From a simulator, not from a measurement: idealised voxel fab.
Title: Process Module voxel spacer lines
FYI the section here is cut, 240 nm wide, cells are 5 nm squares.
In this document a cross-section is written as a grid of square cells. It is given as a series of bands, listed from the top down, and a band is one or more rows of cells. Band: top and bottom heights (nm) first, top before bottom; then materials from left to right, widths in nm. "full width" marks a sole material filling the band edge to edge. "empty" denotes empty space. For the purposes of this specification, 0 denotes the height below which the wafer in its as-received condition is composed wholly of one material, and the lowermost band, lacking a lower limit, extends downward without end, as expressed in "0 nm and below". The width entry "30..40" should be interpreted row by row: the top row of cells in the band takes the first number, the bottom row takes the second number, and the change between adjacent rows is uniform throughout. "no change" after a step means that no cell of the cross-section changed. The list in "Closed cavities" covers empty spaces of 8 cells or more that cannot reach the top through any open way, and it gives each as width x height at distance; the distance is from the left edge, and width, height and distance are in nm. Heads up: the bit after the settings on a step's line is the simulator's remark on that step. "overlay nm", when on a step's line for a step with a mask, measures how far to the right of its planned place the mask lay; a negative measure means to the left.

Planned step list for the process
1,RECEIVE (material Si)
2,CONFORMAL_DEP (material Al2O3; thk nm 5)
3,DIRECTIONAL_DEP (material SiN; thk nm 15)
4,DIRECTIONAL_DEP (material aC; thk nm 30)
5,PATTERN (tone cover; mask id MANDREL; material resist; width nm 15; pitch nm 60; thk nm 40; overlay nm 0)
6,DIRECTIONAL_ETCH (etch materials aC; depth nm 30)
7,STRIP (etch materials resist)
8,CONFORMAL_DEP (material SiO2; thk nm 15)
9,DIRECTIONAL_ETCH (etch materials SiO2; depth nm 15)
10,STRIP (etch materials aC)
11,DIRECTIONAL_ETCH (etch materials SiN; depth nm 15)
12,STRIP (etch materials SiO2)

First wafer of two (run as planned)

Wafer as received: cross-section following step 1
	0 nm and below: Si full width
	Closed cavities: none

You're looking at a cross-section of the wafer after step 2
	5 nm to 0 nm: Al2O3 full width
	Everything under 0 stays put, no change at all.

You're looking at a cross-section of the wafer after step 3
	20 nm to 5 nm: SiN full width
	Everything under 5 stays put, no change at all.

You're looking at a cross-section of the wafer after step 4
	50 nm to 20 nm: aC full width
	Everything under 20 stays put, no change at all.

You're looking at a cross-section of the wafer after step 5
	90 nm to 50 nm: empty: 50; resist: 15; empty: 45; resist: 15; empty: 45; resist: 15; empty: 55
	Everything under 50 stays put, no change at all.

You're looking at a cross-section of the wafer after step 6
	60 nm to 50 nm: empty: 50; resist: 15; empty: 45; resist: 15; empty: 45; resist: 15; empty: 55
	50 nm to 20 nm: empty: 50; aC: 15; empty: 45; aC: 15; empty: 45; aC: 15; empty: 55
	Everything under 20 stays put, no change at all.

You're looking at a cross-section of the wafer after step 7
	50 nm to 20 nm: empty: 50; aC: 15; empty: 45; aC: 15; empty: 45; aC: 15; empty: 55
	Everything under 20 stays put, no change at all.

You're looking at a cross-section of the wafer after step 8
	65 nm to 50 nm: empty: 35; SiO2: 45; empty: 15; SiO2: 45; empty: 15; SiO2: 45; empty: 40
	50 nm to 35 nm: empty: 35; SiO2: 15; aC: 15; SiO2: 15; empty: 15; SiO2: 15; aC: 15; SiO2: 15; empty: 15; SiO2: 15; aC: 15; SiO2: 15; empty: 40
	35 nm to 20 nm: SiO2: 50; aC: 15; SiO2: 45; aC: 15; SiO2: 45; aC: 15; SiO2: 55
	Everything under 20 stays put, no change at all.

You're looking at a cross-section of the wafer after step 9
	50 nm to 20 nm: empty: 35; SiO2: 15; aC: 15; SiO2: 15; empty: 15; SiO2: 15; aC: 15; SiO2: 15; empty: 15; SiO2: 15; aC: 15; SiO2: 15; empty: 40
	Everything under 20 stays put, no change at all.

You're looking at a cross-section of the wafer after step 10
	50 nm to 20 nm: empty: 35; SiO2: 15; empty: 15; SiO2: 15; empty: 15; SiO2: 15; empty: 15; SiO2: 15; empty: 15; SiO2: 15; empty: 15; SiO2: 15; empty: 40
	Everything under 20 stays put, no change at all.

You're looking at a cross-section of the wafer after step 11
	50 nm to 20 nm: empty: 35; SiO2: 15; empty: 15; SiO2: 15; empty: 15; SiO2: 15; empty: 15; SiO2: 15; empty: 15; SiO2: 15; empty: 15; SiO2: 15; empty: 40
	20 nm to 5 nm: empty: 35; SiN: 15; empty: 15; SiN: 15; empty: 15; SiN: 15; empty: 15; SiN: 15; empty: 15; SiN: 15; empty: 15; SiN: 15; empty: 40
	Everything under 5 stays put, no change at all.

You're looking at a cross-section of the wafer after step 12
	20 nm to 5 nm: empty: 35; SiN: 15; empty: 15; SiN: 15; empty: 15; SiN: 15; empty: 15; SiN: 15; empty: 15; SiN: 15; empty: 15; SiN: 15; empty: 40
	Everything under 5 stays put, no change at all.

Wafer two. Same start, same plan, one slip in execution. Same as wafer one through step 4, inclusive

The second wafer cut through, at the time step 5 was supposed to be finished
	90 nm to 50 nm: resist: 50; empty: 15; resist: 45; empty: 15; resist: 45; empty: 15; resist: 55
	Everything under 50 stays put, no change at all.

The second wafer cut through, at the time step 6 was supposed to be finished
	60 nm to 50 nm: resist: 50; empty: 15; resist: 45; empty: 15; resist: 45; empty: 15; resist: 55
	50 nm to 20 nm: aC: 50; empty: 15; aC: 45; empty: 15; aC: 45; empty: 15; aC: 55
	Everything under 20 stays put, no change at all.

The second wafer cut through, at the time step 7 was supposed to be finished
	50 nm to 20 nm: aC: 50; empty: 15; aC: 45; empty: 15; aC: 45; empty: 15; aC: 55
	Everything under 20 stays put, no change at all.

The second wafer cut through, at the time step 8 was supposed to be finished
	65 nm to 50 nm: SiO2 full width
	50 nm to 20 nm: aC: 50; SiO2: 15; aC: 45; SiO2: 15; aC: 45; SiO2: 15; aC: 55
	Everything under 20 stays put, no change at all.

The second wafer cut through, at the time step 9 was supposed to be finished
	50 nm to 20 nm: aC: 50; SiO2: 15; aC: 45; SiO2: 15; aC: 45; SiO2: 15; aC: 55
	Everything under 20 stays put, no change at all.

The second wafer cut through, at the time step 10 was supposed to be finished
	50 nm to 20 nm: empty: 50; SiO2: 15; empty: 45; SiO2: 15; empty: 45; SiO2: 15; empty: 55
	Everything under 20 stays put, no change at all.

The second wafer cut through, at the time step 11 was supposed to be finished
	50 nm to 20 nm: empty: 50; SiO2: 15; empty: 45; SiO2: 15; empty: 45; SiO2: 15; empty: 55
	20 nm to 5 nm: empty: 50; SiN: 15; empty: 45; SiN: 15; empty: 45; SiN: 15; empty: 55
	Everything under 5 stays put, no change at all.

The second wafer cut through, at the time step 12 was supposed to be finished
	20 nm to 5 nm: empty: 50; SiN: 15; empty: 45; SiN: 15; empty: 45; SiN: 15; empty: 55
	Everything under 5 stays put, no change at all.
What was the processing mistake? step 5 off recipe, ran as PATTERN (tone open; mask id MANDREL; material resist; width nm 15; pitch nm 60; thk nm 40; overlay nm 0)
The final cell counts differ between the wafers, with the second having more or fewer of some materials than the first: -27 SiN
